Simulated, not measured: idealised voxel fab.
The name of this process module is voxel self aligned contacts.
The cross-section on display is named cut; it measures 230 nm wide, and its cells are 5 nm squares.
When this document writes out a cross-section, it uses a grid of square cells and lists it as bands, beginning at the top and moving down, with a band standing for one or more rows of cells.
Band: top height; bottom height; in nm. Then, left to right: material with width in nm, for each material. "all across": a single material spanning edge to edge. "air": empty space.
Counting heights begins at 0, where everything beneath is, in the wafer as received, one material. The lowest band has no bottom; it goes on downwards, as "top 0, no bottom" shows.
Width spec "30->40" -> top row of cells at first value, bottom row at second value, equal per-row change in between.
Step marked "no change"? Then no cell in the cross-section changed in it.
"Tabulated closed voids" lists enclosed empty spaces (at least 8 cells, no open path upward to the top), each as width x height at distance from the left edge, in nm.
Anything after a step's settings on that line? It's the simulator's own note about the step.
overlay nm: right-of-plan distance of the mask on a masked step; negative values mean left-of-plan.

The following list gives the planned process steps
1,RECEIVE with material Si
2,OXIDIZE with depth nm 5
3,DIRECTIONAL_DEP with material polySi, thk nm 30
4,DIRECTIONAL_DEP with material SiN, thk nm 20
5,MASKED_ETCH with tone cover, mask id GATE, width nm 25, pitch nm 55, etch materials SiN, depth nm 20, overlay nm 0
6,MASKED_ETCH with tone cover, mask id GATE, width nm 25, pitch nm 55, etch materials polySi, depth nm 30, overlay nm 0
7,CONFORMAL_DEP with material SiN, thk nm 5
8,DIRECTIONAL_ETCH with etch materials SiN, depth nm 5
9,FILL_DEP with material SiO2, thk nm 15
10,CMP with height nm 60
11,PATTERN with tone open, mask id CONTACT, material resist, width nm 40, thk nm 15, overlay nm 0
12,DIRECTIONAL_ETCH with etch materials SiO2, depth nm 65
13,STRIP with etch materials resist
14,CONFORMAL_DEP with material TiN, thk nm 5
15,FILL_DEP with material Ru, thk nm 10
16,CMP with height nm 50
17,CONFORMAL_DEP with material SiCN, thk nm 5
All wafers enter the flow in the same state. The height nm at step 16 differs from wafer to wafer, and the plan gives the value for the first wafer.

After step 1, as received: first of several wafers, cross-section
- top 0, no bottom: Si all across
- Tabulated closed voids: none

Gained (+) or lost (-) cells of each material since receipt, then closed voids: one row per wafer, at the end of the module
height nm 50 | +20 Ru | -46 Si | +46 SiCN | +80 SiN | +322 SiO2 | +24 TiN | +60 polySi | Tabulated closed voids: none
height nm 55 | +22 Ru | -46 Si | +46 SiCN | +80 SiN | +360 SiO2 | +30 TiN | +60 polySi | Tabulated closed voids: none
height nm 60 | +28 Ru | -46 Si | +46 SiCN | +80 SiN | +398 SiO2 | +32 TiN | +60 polySi | Tabulated closed voids: none
height nm 65 | +34 Ru | -46 Si | +46 SiCN | +80 SiN | +398 SiO2 | +72 TiN | +60 polySi | Tabulated closed voids: none
height nm 70 | +80 Ru | -46 Si | +46 SiCN | +80 SiN | +398 SiO2 | +72 TiN | +60 polySi | Tabulated closed voids: none
height nm 75 | +126 Ru | -46 Si | +46 SiCN | +80 SiN | +398 SiO2 | +72 TiN | +60 polySi | Tabulated closed voids: none
